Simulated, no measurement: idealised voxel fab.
Presented below is a process module, voxel capacitor over wiring.
Section shown: cut. Width: 200 nm. Cell size: 5 nm, square.
How to read a cross-section here: the picture is a grid of square cells, written as bands going from the top down, and any band can span one or more rows of cells.
The entry gives the band's vertical extent as a top height and a bottom height in nm, then its horizontal make-up as materials from left to right, each with a width in nm. "empty" stands for empty space; a single material marked "all across" fills the band edge to edge.
Convention: height 0 is the level below which the wafer, as received, is all one material. The lowest band does not terminate at the bottom but continues downward, represented as "0 nm and below".
Graded width ("30->40"): value in top row of band = first number; value in bottom row = second number; row-to-row change constant.
You'll sometimes find "remains unaltered" written for a step, and that's the way of saying that nowhere in the cross-section did a cell change during that step.
Voids not open to the top, 8 cells minimum: see "Sealed cavities". Written width x height at distance; distance is from the left edge; nm.
That trailing text on a step's line, after the settings, is the simulator's own remark on the step.
If you see "overlay nm" on a step's line and that step has a mask, it's telling you how far right of where it was planned the mask ended up; a negative number means it went left instead.
Each pair of cross-sections that follows straddles one process step: the one shows the state before the step, the other the state after it, down to the lowest band that changed and no further. The step in question, and its settings, are given under the pair. Note that a pair is not necessarily a continuation of the pair above it, since pairs can come from different runs of this module on the same starting wafer; it is a continuation only where its entry headed "Before the step" says so.

Before the step
* 0 nm and below  Si all across
* Sealed cavities: none

Step Result
* 15 nm to 0 nm  SiO2 all across
* Below 0, the layers are the same as they were.
* Sealed cavities: none
The process step separating the two cross-sections depicted above is as follows: CONFORMAL_DEP, material SiO2, thk nm 15

Before the step: unchanged from the after cross-section in the pair immediately above; refer to that figure.

Step Result
* 20 nm to 15 nm  TiN all across
* Below 15, the layers are the same as they were.
* Sealed cavities: none
The process step separating the two cross-sections depicted above is as follows: DIRECTIONAL_DEP, material TiN, thk nm 5

Before the step: unchanged from the after cross-section in the pair immediately above; refer to that figure.

Step Result
* 40 nm to 20 nm  W all across
* Below 20, the layers are the same as they were.
* Sealed cavities: none
The process step separating the two cross-sections depicted above is as follows: DIRECTIONAL_DEP, material W, thk nm 20

Before the step: unchanged from the after cross-section in the pair immediately above; refer to that figure.

Step Result
* 55 nm to 40 nm  50 of empty / 20 of resist / 60 of empty / 20 of resist / 50 of empty
* Below 40, the layers are the same as they were.
* Sealed cavities: none
The process step separating the two cross-sections depicted above is as follows: PATTERN, tone cover, mask id METAL_1, material resist, width nm 20, pitch nm 80, thk nm 15, overlay nm 0

Before the step: unchanged from the after cross-section in the pair immediately above; refer to that figure.

Step Result
* 55 nm to 40 nm  50 of empty / 20 of resist / 60 of empty / 20 of resist / 50 of empty
* 40 nm to 20 nm  50 of empty / 20 of W / 60 of empty / 20 of W / 50 of empty
* Below 20, the layers are the same as they were.
* Sealed cavities: none
The process step separating the two cross-sections depicted above is as follows: DIRECTIONAL_ETCH, etch materials W, depth nm 20

Before the step: unchanged from the after cross-section in the pair immediately above; refer to that figure.

Step Result
* 55 nm to 40 nm  50 of empty / 20 of resist / 60 of empty / 20 of resist / 50 of empty
* 40 nm to 20 nm  50 of empty / 20 of W / 60 of empty / 20 of W / 50 of empty
* 20 nm to 15 nm  50 of empty / 20 of TiN / 60 of empty / 20 of TiN / 50 of empty
* Below 15, the layers are the same as they were.
* Sealed cavities: none
The process step separating the two cross-sections depicted above is as follows: DIRECTIONAL_ETCH, etch materials TiN, depth nm 5

Before the step: unchanged from the after cross-section in the pair immediately above; refer to that figure.

Step Result
* 40 nm to 20 nm  50 of empty / 20 of W / 60 of empty / 20 of W / 50 of empty
* Below 20, the layers are the same as they were.
* Sealed cavities: none
The process step separating the two cross-sections depicted above is as follows: STRIP, etch materials resist

Before the step: unchanged from the after cross-section in the pair immediately above; refer to that figure.

Step Result
* 45 nm to 40 nm  45 of empty / 30 of SiN / 50 of empty / 30 of SiN / 45 of empty
* 40 nm to 20 nm  45 of empty / 5 of SiN / 20 of W / 5 of SiN / 50 of empty / 5 of SiN / 20 of W / 5 of SiN / 45 of empty
* 20 nm to 15 nm  50 of SiN / 20 of TiN / 60 of SiN / 20 of TiN / 50 of SiN
* Below 15, the layers are the same as they were.
* Sealed cavities: none
The process step separating the two cross-sections depicted above is as follows: CONFORMAL_DEP, material SiN, thk nm 5

Before the step: unchanged from the after cross-section in the pair immediately above; refer to that figure.

Step Result
* 55 nm to 45 nm  lowk all across
* 45 nm to 40 nm  45 of lowk / 30 of SiN / 50 of lowk / 30 of SiN / 45 of lowk
* 40 nm to 20 nm  45 of lowk / 5 of SiN / 20 of W / 5 of SiN / 50 of lowk / 5 of SiN / 20 of W / 5 of SiN / 45 of lowk
* Below 20, the layers are the same as they were.
* Sealed cavities: none
The process step separating the two cross-sections depicted above is as follows: FILL_DEP, material lowk, thk nm 10

Before the step: unchanged from the after cross-section in the pair immediately above; refer to that figure.

Step Result
* 40 nm to 20 nm  45 of lowk / 5 of SiN / 20 of W / 5 of SiN / 50 of lowk / 5 of SiN / 20 of W / 5 of SiN / 45 of lowk
* Below 20, the layers are the same as they were.
* Sealed cavities: none
The process step separating the two cross-sections depicted above is as follows: CMP, height nm 40

Before the step: unchanged from the after cross-section in the pair immediately above; refer to that figure.

Step Result
* 45 nm to 40 nm  SiCN all across
* Below 40, the layers are the same as they were.
* Sealed cavities: none
The process step separating the two cross-sections depicted above is as follows: CONFORMAL_DEP, material SiCN, thk nm 5

Before the step: unchanged from the after cross-section in the pair immediately above; refer to that figure.

Step Result
* 65 nm to 45 nm  SiO2 all across
* Below 45, the layers are the same as they were.
* Sealed cavities: none
The process step separating the two cross-sections depicted above is as follows: DIRECTIONAL_DEP, material SiO2, thk nm 20

Before the step: unchanged from the after cross-section in the pair immediately above; refer to that figure.

Step Result
* 65 nm to 45 nm  55 of SiO2 / 15 of empty / 130 of SiO2
* Below 45, the layers are the same as they were.
* Sealed cavities: none
The process step separating the two cross-sections depicted above is as follows: MASKED_ETCH, tone open, mask id PLUG_1, width nm 15, etch materials SiO2, depth nm 20, overlay nm 0

Before the step: unchanged from the after cross-section in the pair immediately above; refer to that figure.

Step Result
* 65 nm to 45 nm  55 of SiO2 / 15 of empty / 130 of SiO2
* 45 nm to 40 nm  55 of SiCN / 15 of empty / 130 of SiCN
* Below 40, the layers are the same as they were.
* Sealed cavities: none
The process step separating the two cross-sections depicted above is as follows: MASKED_ETCH, tone open, mask id PLUG_1, width nm 15, etch materials SiCN, depth nm 5, overlay nm 0

Before the step: unchanged from the after cross-section in the pair immediately above; refer to that figure.

Step Result
* 70 nm to 65 nm  60 of TiN / 5 of empty / 135 of TiN
* 65 nm to 45 nm  55 of SiO2 / 5 of TiN / 5 of empty / 5 of TiN / 130 of SiO2
* 45 nm to 40 nm  55 of SiCN / 15 of TiN / 130 of SiCN
* Below 40, the layers are the same as they were.
* Sealed cavities: none
The process step separating the two cross-sections depicted above is as follows: CONFORMAL_DEP, material TiN, thk nm 5

Before the step: unchanged from the after cross-section in the pair immediately above; refer to that figure.

Step Result
* 80 nm to 70 nm  W all across
* 70 nm to 65 nm  60 of TiN / 5 of W / 135 of TiN
* 65 nm to 45 nm  55 of SiO2 / 5 of TiN / 5 of W / 5 of TiN / 130 of SiO2
* Below 45, the layers are the same as they were.
* Sealed cavities: none
The process step separating the two cross-sections depicted above is as follows: FILL_DEP, material W, thk nm 10

Before the step: unchanged from the after cross-section in the pair immediately above; refer to that figure.

Step Result
* 65 nm to 45 nm  55 of SiO2 / 5 of TiN / 5 of W / 5 of TiN / 130 of SiO2
* Below 45, the layers are the same as they were.
* Sealed cavities: none
The process step separating the two cross-sections depicted above is as follows: CMP, height nm 65

Before the step: unchanged from the after cross-section in the pair immediately above; refer to that figure.

Step Result
* 70 nm to 65 nm  TiN all across
* Below 65, the layers are the same as they were.
* Sealed cavities: none
The process step separating the two cross-sections depicted above is as follows: DIRECTIONAL_DEP, material TiN, thk nm 5

Before the step: unchanged from the after cross-section in the pair immediately above; refer to that figure.

Step Result
* 75 nm to 70 nm  Al2O3 all across
* Below 70, the layers are the same as they were.
* Sealed cavities: none
The process step separating the two cross-sections depicted above is as follows: DIRECTIONAL_DEP, material Al2O3, thk nm 5

Before the step: unchanged from the after cross-section in the pair immediately above; refer to that figure.

Step Result
* 85 nm to 75 nm  TiN all across
* Below 75, the layers are the same as they were.
* Sealed cavities: none
The process step separating the two cross-sections depicted above is as follows: DIRECTIONAL_DEP, material TiN, thk nm 10

Before the step: unchanged from the after cross-section in the pair immediately above; refer to that figure.

Step Result
* 85 nm to 75 nm  55 of empty / 65 of TiN / 80 of empty
* Below 75, the layers are the same as they were.
* Sealed cavities: none
The process step separating the two cross-sections depicted above is as follows: MASKED_ETCH, tone cover, mask id UPPER_PLATE, width nm 65, etch materials TiN, depth nm 10, overlay nm 0

Before the step: unchanged from the after cross-section in the pair immediately above; refer to that figure.

Step Result
* 85 nm to 75 nm  55 of empty / 65 of TiN / 80 of empty
* 75 nm to 70 nm  55 of empty / 65 of Al2O3 / 80 of empty
* Below 70, the layers are the same as they were.
* Sealed cavities: none
The process step separating the two cross-sections depicted above is as follows: MASKED_ETCH, tone cover, mask id UPPER_PLATE, width nm 65, etch materials Al2O3, depth nm 5, overlay nm 0

Before the step: unchanged from the after cross-section in the pair immediately above; refer to that figure.

Step Result
* 100 nm to 85 nm  55 of empty / 65 of aC / 80 of empty
* 85 nm to 75 nm  55 of aC / 65 of TiN / 80 of aC
* 75 nm to 70 nm  55 of aC / 65 of Al2O3 / 80 of aC
* Below 70, the layers are the same as they were.
* Sealed cavities: none
The process step separating the two cross-sections depicted above is as follows: DIRECTIONAL_DEP, material aC, thk nm 15

Before the step: unchanged from the after cross-section in the pair immediately above; refer to that figure.

Step Result
* 135 nm to 100 nm  50 of empty / 75 of resist / 75 of empty
* 100 nm to 85 nm  50 of empty / 5 of resist / 65 of aC / 5 of resist / 75 of empty
* Below 85, the layers are the same as they were.
* Sealed cavities: none
The process step separating the two cross-sections depicted above is as follows: PATTERN, tone cover, mask id LOWER_PLATE, material resist, width nm 75, thk nm 35, overlay nm 0

Before the step: unchanged from the after cross-section in the pair immediately above; refer to that figure.

Step Result
* 120 nm to 100 nm  50 of empty / 75 of resist / 75 of empty
* 100 nm to 85 nm  50 of empty / 5 of resist / 65 of aC / 5 of resist / 75 of empty
* 85 nm to 75 nm  50 of empty / 5 of aC / 65 of TiN / 5 of aC / 75 of empty
* 75 nm to 70 nm  50 of empty / 5 of aC / 65 of Al2O3 / 5 of aC / 75 of empty
* Below 70, the layers are the same as they were.
* Sealed cavities: none
The process step separating the two cross-sections depicted above is as follows: DIRECTIONAL_ETCH, etch materials aC, depth nm 15

Before the step: unchanged from the after cross-section in the pair immediately above; refer to that figure.

Step Result
* 100 nm to 85 nm  55 of empty / 65 of aC / 80 of empty
* Below 85, the layers are the same as they were.
* Sealed cavities: none
The process step separating the two cross-sections depicted above is as follows: STRIP, etch materials resist

Before the step: unchanged from the after cross-section in the pair immediately above; refer to that figure.

Step Result
* 100 nm to 85 nm  55 of empty / 65 of aC / 80 of empty
* 85 nm to 75 nm  50 of empty / 5 of aC / 65 of TiN / 5 of aC / 75 of empty
* 75 nm to 70 nm  50 of empty / 5 of aC / 65 of Al2O3 / 5 of aC / 75 of empty
* 70 nm to 65 nm  50 of empty / 75 of TiN / 75 of empty
* Below 65, the layers are the same as they were.
* Sealed cavities: none
The process step separating the two cross-sections depicted above is as follows: DIRECTIONAL_ETCH, etch materials TiN, depth nm 5

Before the step: unchanged from the after cross-section in the pair immediately above; refer to that figure.

Step Result
* 85 nm to 75 nm  55 of empty / 65 of TiN / 80 of empty
* 75 nm to 70 nm  55 of empty / 65 of Al2O3 / 80 of empty
* Below 70, the layers are the same as they were.
* Sealed cavities: none
The process step separating the two cross-sections depicted above is as follows: STRIP, etch materials aC

Before the step: unchanged from the after cross-section in the pair immediately above; refer to that figure.

Step Result
* 100 nm to 85 nm  SiO2 all across
* 85 nm to 75 nm  55 of SiO2 / 65 of TiN / 80 of SiO2
* 75 nm to 70 nm  55 of SiO2 / 65 of Al2O3 / 80 of SiO2
* 70 nm to 65 nm  50 of SiO2 / 75 of TiN / 75 of SiO2
* Below 65, the layers are the same as they were.
* Sealed cavities: none
The process step separating the two cross-sections depicted above is as follows: FILL_DEP, material SiO2, thk nm 15

Before the step: unchanged from the after cross-section in the pair immediately above; refer to that figure.

Step Result
* 95 nm to 85 nm  SiO2 all across
* Below 85, the layers are the same as they were.
* Sealed cavities: none
The process step separating the two cross-sections depicted above is as follows: CMP, height nm 95

Before the step: unchanged from the after cross-section in the pair immediately above; refer to that figure.

Step Result
* 95 nm to 85 nm  65 of SiO2 / 15 of empty / 120 of SiO2
* Below 85, the layers are the same as they were.
* Sealed cavities: none
The process step separating the two cross-sections depicted above is as follows: MASKED_ETCH, tone open, mask id PLUG_2, width nm 15, etch materials SiO2, depth nm 10, overlay nm 0

Before the step: unchanged from the after cross-section in the pair immediately above; refer to that figure.

Step Result
* 100 nm to 95 nm  70 of TiN / 5 of empty / 125 of TiN
* 95 nm to 90 nm  65 of SiO2 / 5 of TiN / 5 of empty / 5 of TiN / 120 of SiO2
* 90 nm to 85 nm  65 of SiO2 / 15 of TiN / 120 of SiO2
* Below 85, the layers are the same as they were.
* Sealed cavities: none
The process step separating the two cross-sections depicted above is as follows: CONFORMAL_DEP, material TiN, thk nm 5

Before the step: unchanged from the after cross-section in the pair immediately above; refer to that figure.

Step Result
* 105 nm to 100 nm  W all across
* 100 nm to 95 nm  70 of TiN / 5 of W / 125 of TiN
* 95 nm to 90 nm  65 of SiO2 / 5 of TiN / 5 of W / 5 of TiN / 120 of SiO2
* Below 90, the layers are the same as they were.
* Sealed cavities: none
The process step separating the two cross-sections depicted above is as follows: FILL_DEP, material W, thk nm 5

Before the step: unchanged from the after cross-section in the pair immediately above; refer to that figure.

Step Result
* 95 nm to 90 nm  65 of SiO2 / 5 of TiN / 5 of W / 5 of TiN / 120 of SiO2
* Below 90, the layers are the same as they were.
* Sealed cavities: none
The process step separating the two cross-sections depicted above is as follows: CMP, height nm 95

Before the step: unchanged from the after cross-section in the pair immediately above; refer to that figure.

Step Result
* 100 nm to 95 nm  SiN all across
* Below 95, the layers are the same as they were.
* Sealed cavities: none
The process step separating the two cross-sections depicted above is as follows: CONFORMAL_DEP, material SiN, thk nm 5

Before the step
* 0 nm and below  Si all across
* Sealed cavities: none

Step Result
* 5 nm to 0 nm  TiN all across
* Below 0, the layers are the same as they were.
* Sealed cavities: none
The process step separating the two cross-sections depicted above is as follows: DIRECTIONAL_DEP, material TiN, thk nm 5

Before the step: unchanged from the after cross-section in the pair immediately above; refer to that figure.

Step Result
* 25 nm to 5 nm  W all across
* Below 5, the layers are the same as they were.
* Sealed cavities: none
The process step separating the two cross-sections depicted above is as follows: DIRECTIONAL_DEP, material W, thk nm 20

Before the step: unchanged from the after cross-section in the pair immediately above; refer to that figure.

Step Result
* 40 nm to 25 nm  50 of empty / 20 of resist / 60 of empty / 20 of resist / 50 of empty
* Below 25, the layers are the same as they were.
* Sealed cavities: none
The process step separating the two cross-sections depicted above is as follows: PATTERN, tone cover, mask id METAL_1, material resist, width nm 20, pitch nm 80, thk nm 15, overlay nm 0

Before the step: unchanged from the after cross-section in the pair immediately above; refer to that figure.

Step Result
* 40 nm to 25 nm  50 of empty / 20 of resist / 60 of empty / 20 of resist / 50 of empty
* 25 nm to 5 nm  50 of empty / 20 of W / 60 of empty / 20 of W / 50 of empty
* Below 5, the layers are the same as they were.
* Sealed cavities: none
The process step separating the two cross-sections depicted above is as follows: DIRECTIONAL_ETCH, etch materials W, depth nm 20

Before the step: unchanged from the after cross-section in the pair immediately above; refer to that figure.

Step Result
* 40 nm to 25 nm  50 of empty / 20 of resist / 60 of empty / 20 of resist / 50 of empty
* 25 nm to 5 nm  50 of empty / 20 of W / 60 of empty / 20 of W / 50 of empty
* 5 nm to 0 nm  50 of empty / 20 of TiN / 60 of empty / 20 of TiN / 50 of empty
* Below 0, the layers are the same as they were.
* Sealed cavities: none
The process step separating the two cross-sections depicted above is as follows: DIRECTIONAL_ETCH, etch materials TiN, depth nm 5

Before the step: unchanged from the after cross-section in the pair immediately above; refer to that figure.

Step Result
* 25 nm to 5 nm  50 of empty / 20 of W / 60 of empty / 20 of W / 50 of empty
* Below 5, the layers are the same as they were.
* Sealed cavities: none
The process step separating the two cross-sections depicted above is as follows: STRIP, etch materials resist

Before the step: unchanged from the after cross-section in the pair immediately above; refer to that figure.

Step Result
* 30 nm to 25 nm  45 of empty / 30 of SiN / 50 of empty / 30 of SiN / 45 of empty
* 25 nm to 5 nm  45 of empty / 5 of SiN / 20 of W / 5 of SiN / 50 of empty / 5 of SiN / 20 of W / 5 of SiN / 45 of empty
* 5 nm to 0 nm  50 of SiN / 20 of TiN / 60 of SiN / 20 of TiN / 50 of SiN
* Below 0, the layers are the same as they were.
* Sealed cavities: none
The process step separating the two cross-sections depicted above is as follows: CONFORMAL_DEP, material SiN, thk nm 5

Before the step: unchanged from the after cross-section in the pair immediately above; refer to that figure.

Step Result
* 40 nm to 30 nm  lowk all across
* 30 nm to 25 nm  45 of lowk / 30 of SiN / 50 of lowk / 30 of SiN / 45 of lowk
* 25 nm to 5 nm  45 of lowk / 5 of SiN / 20 of W / 5 of SiN / 50 of lowk / 5 of SiN / 20 of W / 5 of SiN / 45 of lowk
* Below 5, the layers are the same as they were.
* Sealed cavities: none
The process step separating the two cross-sections depicted above is as follows: FILL_DEP, material lowk, thk nm 10

Before the step: unchanged from the after cross-section in the pair immediately above; refer to that figure.

Step Result
* 45 nm to 40 nm  SiCN all across
* Below 40, the layers are the same as they were.
* Sealed cavities: none
The process step separating the two cross-sections depicted above is as follows: CONFORMAL_DEP, material SiCN, thk nm 5

Before the step: unchanged from the after cross-section in the pair immediately above; refer to that figure.

Step Result
* 65 nm to 45 nm  SiO2 all across
* Below 45, the layers are the same as they were.
* Sealed cavities: none
The process step separating the two cross-sections depicted above is as follows: DIRECTIONAL_DEP, material SiO2, thk nm 20

Before the step: unchanged from the after cross-section in the pair immediately above; refer to that figure.

Step Result
* 65 nm to 45 nm  55 of SiO2 / 15 of empty / 130 of SiO2
* Below 45, the layers are the same as they were.
* Sealed cavities: none
The process step separating the two cross-sections depicted above is as follows: MASKED_ETCH, tone open, mask id PLUG_1, width nm 15, etch materials SiO2, depth nm 20, overlay nm 0

Before the step: unchanged from the after cross-section in the pair immediately above; refer to that figure.

Step Result
* 65 nm to 45 nm  55 of SiO2 / 15 of empty / 130 of SiO2
* 45 nm to 40 nm  55 of SiCN / 15 of empty / 130 of SiCN
* Below 40, the layers are the same as they were.
* Sealed cavities: none
The process step separating the two cross-sections depicted above is as follows: MASKED_ETCH, tone open, mask id PLUG_1, width nm 15, etch materials SiCN, depth nm 5, overlay nm 0

Before the step: unchanged from the after cross-section in the pair immediately above; refer to that figure.

Step Result
* 70 nm to 65 nm  60 of TiN / 5 of empty / 135 of TiN
* 65 nm to 45 nm  55 of SiO2 / 5 of TiN / 5 of empty / 5 of TiN / 130 of SiO2
* 45 nm to 40 nm  55 of SiCN / 15 of TiN / 130 of SiCN
* Below 40, the layers are the same as they were.
* Sealed cavities: none
The process step separating the two cross-sections depicted above is as follows: CONFORMAL_DEP, material TiN, thk nm 5

Before the step: unchanged from the after cross-section in the pair immediately above; refer to that figure.

Step Result
* 80 nm to 70 nm  W all across
* 70 nm to 65 nm  60 of TiN / 5 of W / 135 of TiN
* 65 nm to 45 nm  55 of SiO2 / 5 of TiN / 5 of W / 5 of TiN / 130 of SiO2
* Below 45, the layers are the same as they were.
* Sealed cavities: none
The process step separating the two cross-sections depicted above is as follows: FILL_DEP, material W, thk nm 10

Before the step: unchanged from the after cross-section in the pair immediately above; refer to that figure.

Step Result
* 65 nm to 45 nm  55 of SiO2 / 5 of TiN / 5 of W / 5 of TiN / 130 of SiO2
* Below 45, the layers are the same as they were.
* Sealed cavities: none
The process step separating the two cross-sections depicted above is as follows: CMP, height nm 65

Before the step: unchanged from the after cross-section in the pair immediately above; refer to that figure.

Step Result
* 70 nm to 65 nm  TiN all across
* Below 65, the layers are the same as they were.
* Sealed cavities: none
The process step separating the two cross-sections depicted above is as follows: DIRECTIONAL_DEP, material TiN, thk nm 5

Before the step: unchanged from the after cross-section in the pair immediately above; refer to that figure.

Step Result
* 75 nm to 70 nm  Al2O3 all across
* Below 70, the layers are the same as they were.
* Sealed cavities: none
The process step separating the two cross-sections depicted above is as follows: DIRECTIONAL_DEP, material Al2O3, thk nm 5

Before the step: unchanged from the after cross-section in the pair immediately above; refer to that figure.

Step Result
* 85 nm to 75 nm  TiN all across
* Below 75, the layers are the same as they were.
* Sealed cavities: none
The process step separating the two cross-sections depicted above is as follows: DIRECTIONAL_DEP, material TiN, thk nm 10

Before the step: unchanged from the after cross-section in the pair immediately above; refer to that figure.

Step Result
* 85 nm to 75 nm  55 of empty / 65 of TiN / 80 of empty
* Below 75, the layers are the same as they were.
* Sealed cavities: none
The process step separating the two cross-sections depicted above is as follows: MASKED_ETCH, tone cover, mask id UPPER_PLATE, width nm 65, etch materials TiN, depth nm 10, overlay nm 0

Before the step: unchanged from the after cross-section in the pair immediately above; refer to that figure.

Step Result
* 85 nm to 75 nm  55 of empty / 65 of TiN / 80 of empty
* 75 nm to 70 nm  55 of empty / 65 of Al2O3 / 80 of empty
* Below 70, the layers are the same as they were.
* Sealed cavities: none
The process step separating the two cross-sections depicted above is as follows: MASKED_ETCH, tone cover, mask id UPPER_PLATE, width nm 65, etch materials Al2O3, depth nm 5, overlay nm 0

Before the step: unchanged from the after cross-section in the pair immediately above; refer to that figure.

Step Result
* 100 nm to 85 nm  55 of empty / 65 of aC / 80 of empty
* 85 nm to 75 nm  55 of aC / 65 of TiN / 80 of aC
* 75 nm to 70 nm  55 of aC / 65 of Al2O3 / 80 of aC
* Below 70, the layers are the same as they were.
* Sealed cavities: none
The process step separating the two cross-sections depicted above is as follows: DIRECTIONAL_DEP, material aC, thk nm 15

Before the step: unchanged from the after cross-section in the pair immediately above; refer to that figure.

Step Result
* 135 nm to 100 nm  50 of empty / 75 of resist / 75 of empty
* 100 nm to 85 nm  50 of empty / 5 of resist / 65 of aC / 5 of resist / 75 of empty
* Below 85, the layers are the same as they were.
* Sealed cavities: none
The process step separating the two cross-sections depicted above is as follows: PATTERN, tone cover, mask id LOWER_PLATE, material resist, width nm 75, thk nm 35, overlay nm 0

Before the step: unchanged from the after cross-section in the pair immediately above; refer to that figure.

Step Result
* 120 nm to 100 nm  50 of empty / 75 of resist / 75 of empty
* 100 nm to 85 nm  50 of empty / 5 of resist / 65 of aC / 5 of resist / 75 of empty
* 85 nm to 75 nm  50 of empty / 5 of aC / 65 of TiN / 5 of aC / 75 of empty
* 75 nm to 70 nm  50 of empty / 5 of aC / 65 of Al2O3 / 5 of aC / 75 of empty
* Below 70, the layers are the same as they were.
* Sealed cavities: none
The process step separating the two cross-sections depicted above is as follows: DIRECTIONAL_ETCH, etch materials aC, depth nm 15

Before the step: unchanged from the after cross-section in the pair immediately above; refer to that figure.

Step Result
* 100 nm to 85 nm  55 of empty / 65 of aC / 80 of empty
* Below 85, the layers are the same as they were.
* Sealed cavities: none
The process step separating the two cross-sections depicted above is as follows: STRIP, etch materials resist

Before the step: unchanged from the after cross-section in the pair immediately above; refer to that figure.

Step Result
* 100 nm to 85 nm  55 of empty / 65 of aC / 80 of empty
* 85 nm to 75 nm  50 of empty / 5 of aC / 65 of TiN / 5 of aC / 75 of empty
* 75 nm to 70 nm  50 of empty / 5 of aC / 65 of Al2O3 / 5 of aC / 75 of empty
* 70 nm to 65 nm  50 of empty / 75 of TiN / 75 of empty
* Below 65, the layers are the same as they were.
* Sealed cavities: none
The process step separating the two cross-sections depicted above is as follows: DIRECTIONAL_ETCH, etch materials TiN, depth nm 5

Before the step: unchanged from the after cross-section in the pair immediately above; refer to that figure.

Step Result
* 85 nm to 75 nm  55 of empty / 65 of TiN / 80 of empty
* 75 nm to 70 nm  55 of empty / 65 of Al2O3 / 80 of empty
* Below 70, the layers are the same as they were.
* Sealed cavities: none
The process step separating the two cross-sections depicted above is as follows: STRIP, etch materials aC

Before the step: unchanged from the after cross-section in the pair immediately above; refer to that figure.

Step Result
* 100 nm to 85 nm  SiO2 all across
* 85 nm to 75 nm  55 of SiO2 / 65 of TiN / 80 of SiO2
* 75 nm to 70 nm  55 of SiO2 / 65 of Al2O3 / 80 of SiO2
* 70 nm to 65 nm  50 of SiO2 / 75 of TiN / 75 of SiO2
* Below 65, the layers are the same as they were.
* Sealed cavities: none
The process step separating the two cross-sections depicted above is as follows: FILL_DEP, material SiO2, thk nm 15

Before the step: unchanged from the after cross-section in the pair immediately above; refer to that figure.

Step Result
* 95 nm to 85 nm  SiO2 all across
* Below 85, the layers are the same as they were.
* Sealed cavities: none
The process step separating the two cross-sections depicted above is as follows: CMP, height nm 95

Before the step: unchanged from the after cross-section in the pair immediately above; refer to that figure.

Step Result
* 95 nm to 85 nm  65 of SiO2 / 15 of empty / 120 of SiO2
* Below 85, the layers are the same as they were.
* Sealed cavities: none
The process step separating the two cross-sections depicted above is as follows: MASKED_ETCH, tone open, mask id PLUG_2, width nm 15, etch materials SiO2, depth nm 10, overlay nm 0

Before the step: unchanged from the after cross-section in the pair immediately above; refer to that figure.

Step Result
* 100 nm to 95 nm  70 of TiN / 5 of empty / 125 of TiN
* 95 nm to 90 nm  65 of SiO2 / 5 of TiN / 5 of empty / 5 of TiN / 120 of SiO2
* 90 nm to 85 nm  65 of SiO2 / 15 of TiN / 120 of SiO2
* Below 85, the layers are the same as they were.
* Sealed cavities: none
The process step separating the two cross-sections depicted above is as follows: CONFORMAL_DEP, material TiN, thk nm 5

Before the step: unchanged from the after cross-section in the pair immediately above; refer to that figure.

Step Result
* 105 nm to 100 nm  W all across
* 100 nm to 95 nm  70 of TiN / 5 of W / 125 of TiN
* 95 nm to 90 nm  65 of SiO2 / 5 of TiN / 5 of W / 5 of TiN / 120 of SiO2
* Below 90, the layers are the same as they were.
* Sealed cavities: none
The process step separating the two cross-sections depicted above is as follows: FILL_DEP, material W, thk nm 5

Before the step: unchanged from the after cross-section in the pair immediately above; refer to that figure.

Step Result
* 95 nm to 90 nm  65 of SiO2 / 5 of TiN / 5 of W / 5 of TiN / 120 of SiO2
* Below 90, the layers are the same as they were.
* Sealed cavities: none
The process step separating the two cross-sections depicted above is as follows: CMP, height nm 95

Before the step: unchanged from the after cross-section in the pair immediately above; refer to that figure.

Step Result
* 100 nm to 95 nm  SiN all across
* Below 95, the layers are the same as they were.
* Sealed cavities: none
The process step separating the two cross-sections depicted above is as follows: CONFORMAL_DEP, material SiN, thk nm 5

Before the step
* 15 nm to 0 nm  SiO2 all across
* 0 nm and below  Si all across
* Sealed cavities: none

Step Result
* 30 nm to 0 nm  SiO2 all across
* Below 0, the layers are the same as they were.
* Sealed cavities: none
The process step separating the two cross-sections depicted above is as follows: CONFORMAL_DEP, material SiO2, thk nm 15

Before the step: unchanged from the after cross-section in the pair immediately above; refer to that figure.

Step Result
* 35 nm to 30 nm  TiN all across
* Below 30, the layers are the same as they were.
* Sealed cavities: none
The process step separating the two cross-sections depicted above is as follows: DIRECTIONAL_DEP, material TiN, thk nm 5

Before the step: unchanged from the after cross-section in the pair immediately above; refer to that figure.

Step Result
* 55 nm to 35 nm  W all across
* Below 35, the layers are the same as they were.
* Sealed cavities: none
The process step separating the two cross-sections depicted above is as follows: DIRECTIONAL_DEP, material W, thk nm 20

Before the step: unchanged from the after cross-section in the pair immediately above; refer to that figure.

Step Result
* 70 nm to 55 nm  50 of empty / 20 of resist / 60 of empty / 20 of resist / 50 of empty
* Below 55, the layers are the same as they were.
* Sealed cavities: none
The process step separating the two cross-sections depicted above is as follows: PATTERN, tone cover, mask id METAL_1, material resist, width nm 20, pitch nm 80, thk nm 15, overlay nm 0

Before the step: unchanged from the after cross-section in the pair immediately above; refer to that figure.

Step Result
* 70 nm to 55 nm  50 of empty / 20 of resist / 60 of empty / 20 of resist / 50 of empty
* 55 nm to 35 nm  50 of empty / 20 of W / 60 of empty / 20 of W / 50 of empty
* Below 35, the layers are the same as they were.
* Sealed cavities: none
The process step separating the two cross-sections depicted above is as follows: DIRECTIONAL_ETCH, etch materials W, depth nm 20

Before the step: unchanged from the after cross-section in the pair immediately above; refer to that figure.

Step Result
* 70 nm to 55 nm  50 of empty / 20 of resist / 60 of empty / 20 of resist / 50 of empty
* 55 nm to 35 nm  50 of empty / 20 of W / 60 of empty / 20 of W / 50 of empty
* 35 nm to 30 nm  50 of empty / 20 of TiN / 60 of empty / 20 of TiN / 50 of empty
* Below 30, the layers are the same as they were.
* Sealed cavities: none
The process step separating the two cross-sections depicted above is as follows: DIRECTIONAL_ETCH, etch materials TiN, depth nm 5

Before the step: unchanged from the after cross-section in the pair immediately above; refer to that figure.

Step Result
* 55 nm to 35 nm  50 of empty / 20 of W / 60 of empty / 20 of W / 50 of empty
* Below 35, the layers are the same as they were.
* Sealed cavities: none
The process step separating the two cross-sections depicted above is as follows: STRIP, etch materials resist

Before the step: unchanged from the after cross-section in the pair immediately above; refer to that figure.

Step Result
* 60 nm to 55 nm  45 of empty / 30 of SiN / 50 of empty / 30 of SiN / 45 of empty
* 55 nm to 35 nm  45 of empty / 5 of SiN / 20 of W / 5 of SiN / 50 of empty / 5 of SiN / 20 of W / 5 of SiN / 45 of empty
* 35 nm to 30 nm  50 of SiN / 20 of TiN / 60 of SiN / 20 of TiN / 50 of SiN
* Below 30, the layers are the same as they were.
* Sealed cavities: none
The process step separating the two cross-sections depicted above is as follows: CONFORMAL_DEP, material SiN, thk nm 5

Before the step: unchanged from the after cross-section in the pair immediately above; refer to that figure.

Step Result
* 70 nm to 60 nm  lowk all across
* 60 nm to 55 nm  45 of lowk / 30 of SiN / 50 of lowk / 30 of SiN / 45 of lowk
* 55 nm to 35 nm  45 of lowk / 5 of SiN / 20 of W / 5 of SiN / 50 of lowk / 5 of SiN / 20 of W / 5 of SiN / 45 of lowk
* Below 35, the layers are the same as they were.
* Sealed cavities: none
The process step separating the two cross-sections depicted above is as follows: FILL_DEP, material lowk, thk nm 10
